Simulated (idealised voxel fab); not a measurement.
process module | voxel self aligned contacts
cross-section cut | 165 nm wide | cells 5 nm
A cross-section is a grid of square cells, given in bands from the top down. A band is one or more rows of cells.
Each band's line starts with the height of the band's top and of its bottom, in nm. Then come its materials from left to right, each with its width in nm. One material with "throughout" fills the band from edge to edge. "air" is empty space.
Height 0 is the level under which the wafer as received is all one material. The lowest band goes on downwards, as in "0 down".
A width such as "30 to 40" changes by the same amount from each row of cells to the next, from the band's top row to its bottom row.
"no change" after a step means that no cell of the cross-section changed.
closed voids: empty space of 8 cells or more with no open way to the top, each as width x height at its distance from the left edge, in nm
after a step's settings: what the simulator itself notes on the step
overlay nm, on a step with a mask: how far to the right of its planned place the mask lay; to the left if negative
plan
1 op RECEIVE | material Si
2 op OXIDIZE | depth nm 5
3 op DIRECTIONAL_DEP | material polySi | thk nm 30
4 op DIRECTIONAL_DEP | material SiN | thk nm 15
5 op PATTERN | tone cover | mask id GATE | material resist | width nm 30 | pitch nm 60 | thk nm 15 | overlay nm 0
6 op DIRECTIONAL_ETCH | etch materials SiN | depth nm 15
7 op DIRECTIONAL_ETCH | etch materials polySi | depth nm 30
8 op STRIP | etch materials resist
9 op CONFORMAL_DEP | material SiN | thk nm 5
10 op DIRECTIONAL_ETCH | etch materials SiN | depth nm 5
11 op FILL_DEP | material SiO2 | thk nm 20
12 op CMP | height nm 55
13 op PATTERN | tone open | mask id CONTACT | material resist | width nm 40 | thk nm 15 | overlay nm 0
14 op DIRECTIONAL_ETCH | etch materials SiO2 | depth nm 60
15 op STRIP | etch materials resist
16 op CONFORMAL_DEP | material TiN | thk nm 5
17 op FILL_DEP | material Ru | thk nm 10
18 op CMP | height nm 55
19 op CONFORMAL_DEP | material SiN | thk nm 5
first wafer, as planned
as received, after step 1
  0 down: Si throughout
  closed voids: none
after step 2
  0 to -5: SiO2 throughout
  below -5: unchanged
after step 3
  30 to 0: polySi throughout
  below 0: unchanged
after step 4
  45 to 30: SiN throughout
  below 30: unchanged
after step 5
  60 to 45: air 35 | resist 30 | air 30 | resist 30 | air 40
  below 45: unchanged
after step 6
  60 to 45: air 35 | resist 30 | air 30 | resist 30 | air 40
  45 to 30: air 35 | SiN 30 | air 30 | SiN 30 | air 40
  below 30: unchanged
after step 7
  60 to 45: air 35 | resist 30 | air 30 | resist 30 | air 40
  45 to 30: air 35 | SiN 30 | air 30 | SiN 30 | air 40
  30 to 0: air 35 | polySi 30 | air 30 | polySi 30 | air 40
  below 0: unchanged
after step 8
  45 to 30: air 35 | SiN 30 | air 30 | SiN 30 | air 40
  below 30: unchanged
after step 9
  50 to 30: air 30 | SiN 40 | air 20 | SiN 40 | air 35
  30 to 5: air 30 | SiN 5 | polySi 30 | SiN 5 | air 20 | SiN 5 | polySi 30 | SiN 5 | air 35
  5 to 0: SiN 35 | polySi 30 | SiN 30 | polySi 30 | SiN 40
  below 0: unchanged
after step 10
  45 to 30: air 30 | SiN 40 | air 20 | SiN 40 | air 35
  30 to 0: air 30 | SiN 5 | polySi 30 | SiN 5 | air 20 | SiN 5 | polySi 30 | SiN 5 | air 35
  below 0: unchanged
after step 11
  65 to 45: SiO2 throughout
  45 to 30: SiO2 30 | SiN 40 | SiO2 20 | SiN 40 | SiO2 35
  30 to 0: SiO2 30 | SiN 5 | polySi 30 | SiN 5 | SiO2 20 | SiN 5 | polySi 30 | SiN 5 | SiO2 35
  below 0: unchanged
after step 12
  55 to 45: SiO2 throughout
  below 45: unchanged
after step 13
  70 to 55: resist 60 | air 40 | resist 65
  below 55: unchanged
after step 14
  70 to 55: resist 60 | air 40 | resist 65
  55 to 45: SiO2 60 | air 40 | SiO2 65
  45 to 30: SiO2 30 | SiN 40 | air 20 | SiN 40 | SiO2 35
  30 to 0: SiO2 30 | SiN 5 | polySi 30 | SiN 5 | air 20 | SiN 5 | polySi 30 | SiN 5 | SiO2 35
  0 to -5: SiO2 70 | air 20 | SiO2 75
  below -5: unchanged
after step 15
  55 to 45: SiO2 60 | air 40 | SiO2 65
  below 45: unchanged
after step 16
  60 to 55: TiN 65 | air 30 | TiN 70
  55 to 45: SiO2 60 | TiN 5 to 15 | air 30 to 10 | TiN 5 to 15 | SiO2 65
  45 to 30: SiO2 30 | SiN 40 | TiN 5 | air 10 | TiN 5 | SiN 40 | SiO2 35
  30 to 0: SiO2 30 | SiN 5 | polySi 30 | SiN 5 | TiN 5 | air 10 | TiN 5 | SiN 5 | polySi 30 | SiN 5 | SiO2 35
  0 to -5: SiO2 70 | TiN 20 | SiO2 75
  below -5: unchanged
after step 17
  70 to 60: Ru throughout
  60 to 55: TiN 65 | Ru 30 | TiN 70
  55 to 45: SiO2 60 | TiN 5 to 15 | Ru 30 to 10 | TiN 5 to 15 | SiO2 65
  45 to 30: SiO2 30 | SiN 40 | TiN 5 | Ru 10 | TiN 5 | SiN 40 | SiO2 35
  30 to 0: SiO2 30 | SiN 5 | polySi 30 | SiN 5 | TiN 5 | Ru 10 | TiN 5 | SiN 5 | polySi 30 | SiN 5 | SiO2 35
  below 0: unchanged
after step 18
  55 to 45: SiO2 60 | TiN 5 to 15 | Ru 30 to 10 | TiN 5 to 15 | SiO2 65
  below 45: unchanged
after step 19
  60 to 55: SiN throughout
  below 55: unchanged
second wafer: like start, like plan, one mistake. Through step 12 it matches the first wafer
when step 13 should have ended
  70 to 55: resist 70 | air 40 | resist 55
  below 55: unchanged
when step 14 should have ended
  70 to 55: resist 70 | air 40 | resist 55
  55 to 45: SiO2 70 | air 40 | SiO2 55
  45 to 30: SiO2 30 | SiN 40 | air 20 | SiN 40 | SiO2 35
  30 to 0: SiO2 30 | SiN 5 | polySi 30 | SiN 5 | air 20 | SiN 5 | polySi 30 | SiN 5 | SiO2 35
  0 to -5: SiO2 70 | air 20 | SiO2 75
  below -5: unchanged
when step 15 should have ended
  55 to 45: SiO2 70 | air 40 | SiO2 55
  below 45: unchanged
when step 16 should have ended
  60 to 55: TiN 75 | air 30 | TiN 60
  55 to 45: SiO2 70 | TiN 5 | air 30 to 10 | TiN 5 to 25 | SiO2 55
  45 to 30: SiO2 30 | SiN 40 | TiN 5 | air 10 | TiN 5 | SiN 40 | SiO2 35
  30 to 0: SiO2 30 | SiN 5 | polySi 30 | SiN 5 | TiN 5 | air 10 | TiN 5 | SiN 5 | polySi 30 | SiN 5 | SiO2 35
  0 to -5: SiO2 70 | TiN 20 | SiO2 75
  below -5: unchanged
when step 17 should have ended
  70 to 60: Ru throughout
  60 to 55: TiN 75 | Ru 30 | TiN 60
  55 to 45: SiO2 70 | TiN 5 | Ru 30 to 10 | TiN 5 to 25 | SiO2 55
  45 to 30: SiO2 30 | SiN 40 | TiN 5 | Ru 10 | TiN 5 | SiN 40 | SiO2 35
  30 to 0: SiO2 30 | SiN 5 | polySi 30 | SiN 5 | TiN 5 | Ru 10 | TiN 5 | SiN 5 | polySi 30 | SiN 5 | SiO2 35
  below 0: unchanged
when step 18 should have ended
  55 to 45: SiO2 70 | TiN 5 | Ru 30 to 10 | TiN 5 to 25 | SiO2 55
  below 45: unchanged
when step 19 should have ended
  60 to 55: SiN throughout
  below 55: unchanged
what went wrong: step 13 ran as: op PATTERN | tone open | mask id CONTACT | material resist | width nm 40 | thk nm 15 | overlay nm 10
at the end the second wafer has, in cells: as many of each material as the first, in other places
